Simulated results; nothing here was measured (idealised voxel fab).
process module | voxel ribs on slabs
cross-section cut | 170 nm wide | cells 5 nm
A cross-section is a grid of square cells, given in bands from the top down. A band is one or more rows of cells.
Each band's line starts with the height of the band's top and of its bottom, in nm. Then come its materials from left to right, each with its width in nm. One material with "throughout" fills the band from edge to edge. "air" is empty space.
Height 0 is the level under which the wafer as received is all one material. The lowest band goes on downwards, as in "0 down".
A width such as "30 to 40" changes by the same amount from each row of cells to the next, from the band's top row to its bottom row.
"no change" after a step means that no cell of the cross-section changed.
closed voids: empty space of 8 cells or more with no open way to the top, each as width x height at its distance from the left edge, in nm
after a step's settings: what the simulator itself notes on the step
overlay nm, on a step with a mask: how far to the right of its planned place the mask lay; to the left if negative
plan
1 op RECEIVE | material Si
2 op DIRECTIONAL_DEP | material SiO2 | thk nm 30
3 op DIRECTIONAL_DEP | material polySi | thk nm 25
4 op DIRECTIONAL_DEP | material aC | thk nm 10
5 op PATTERN | tone cover | mask id RIB | material resist | width nm 25 | thk nm 30 | overlay nm 0
6 op DIRECTIONAL_ETCH | etch materials aC | depth nm 10
7 op STRIP | etch materials resist
8 op DIRECTIONAL_ETCH | etch materials polySi | depth nm 10
9 op STRIP | etch materials aC
10 op MASKED_ETCH | tone cover | mask id SLAB | width nm 55 | etch materials polySi | depth nm 15 | overlay nm 0
11 op FILL_DEP | material SiO2 | thk nm 25
12 op CMP | height nm 75
13 op DIRECTIONAL_DEP | material W | thk nm 10
14 op DIRECTIONAL_DEP | material aC | thk nm 15
15 op PATTERN | tone cover | mask id HEATER | material resist | width nm 35 | thk nm 30 | overlay nm 0
16 op DIRECTIONAL_ETCH | etch materials aC | depth nm 15
17 op STRIP | etch materials resist
18 op DIRECTIONAL_ETCH | etch materials W | depth nm 10
19 op STRIP | etch materials aC
20 op CONFORMAL_DEP | material SiO2 | thk nm 5
as received, after step 1
  0 down: Si throughout
  closed voids: none
a wafer at the end: this start, this plan, one mistake
  90 to 85: air 60 | SiO2 45 | air 65
  85 to 80: air 60 | SiO2 5 | W 35 | SiO2 5 | air 65
  80 to 75: SiO2 65 | W 35 | SiO2 70
  75 to 55: SiO2 throughout
  55 to 45: SiO2 55 | polySi 15 | SiO2 25 | polySi 15 | SiO2 60
  45 to 40: SiO2 55 | polySi 55 | SiO2 60
  40 to 30: polySi throughout
  30 to 0: SiO2 throughout
  0 down: Si throughout
  closed voids: none
what went wrong: step 5 ran as: op PATTERN | tone open | mask id RIB | material resist | width nm 25 | thk nm 30 | overlay nm 0
